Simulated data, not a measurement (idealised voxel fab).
process module | voxel spacer lines
cross-section cut | 240 nm wide | cells 5 nm
A cross-section is a grid of square cells, given in bands from the top down. A band is one or more rows of cells.
Each band's line starts with the height of the band's top and of its bottom, in nm. Then come its materials from left to right, each with its width in nm. One material with "throughout" fills the band from edge to edge. "air" is empty space.
Height 0 is the level under which the wafer as received is all one material. The lowest band goes on downwards, as in "0 down".
A width such as "30 to 40" changes by the same amount from each row of cells to the next, from the band's top row to its bottom row.
"no change" after a step means that no cell of the cross-section changed.
closed voids: empty space of 8 cells or more with no open way to the top, each as width x height at its distance from the left edge, in nm
after a step's settings: what the simulator itself notes on the step
overlay nm, on a step with a mask: how far to the right of its planned place the mask lay; to the left if negative
plan
1 op RECEIVE | material Si
2 op CONFORMAL_DEP | material Al2O3 | thk nm 5
3 op DIRECTIONAL_DEP | material polySi | thk nm 20
4 op DIRECTIONAL_DEP | material aC | thk nm 25
5 op PATTERN | tone cover | mask id MANDREL | material resist | width nm 15 | pitch nm 50 | thk nm 30 | overlay nm 0
6 op DIRECTIONAL_ETCH | etch materials aC | depth nm 25
7 op STRIP | etch materials resist
8 op CONFORMAL_DEP | material SiO2 | thk nm 10
9 op DIRECTIONAL_ETCH | etch materials SiO2 | depth nm 10
10 op STRIP | etch materials aC
11 op DIRECTIONAL_ETCH | etch materials polySi | depth nm 20
12 op STRIP | etch materials SiO2
13 op FILL_DEP | material SiO2 | thk nm 10
14 op CMP | height nm 25
varied across the wafers: width nm of step 5. The plan shows the first wafer's value. All wafers start alike
first wafer as received, after step 1
  0 down: Si throughout
  closed voids: none
each wafer at the end: cells of each material gained (+) or lost (-) since it was received, then its closed voids
width nm 15 | +48 Al2O3 | +144 SiO2 | +48 polySi | closed voids: none
width nm 20 | +48 Al2O3 | +144 SiO2 | +48 polySi | closed voids: none
width nm 25 | +48 Al2O3 | +144 SiO2 | +48 polySi | closed voids: none
width nm 30 | +48 Al2O3 | +144 SiO2 | +48 polySi | closed voids: none
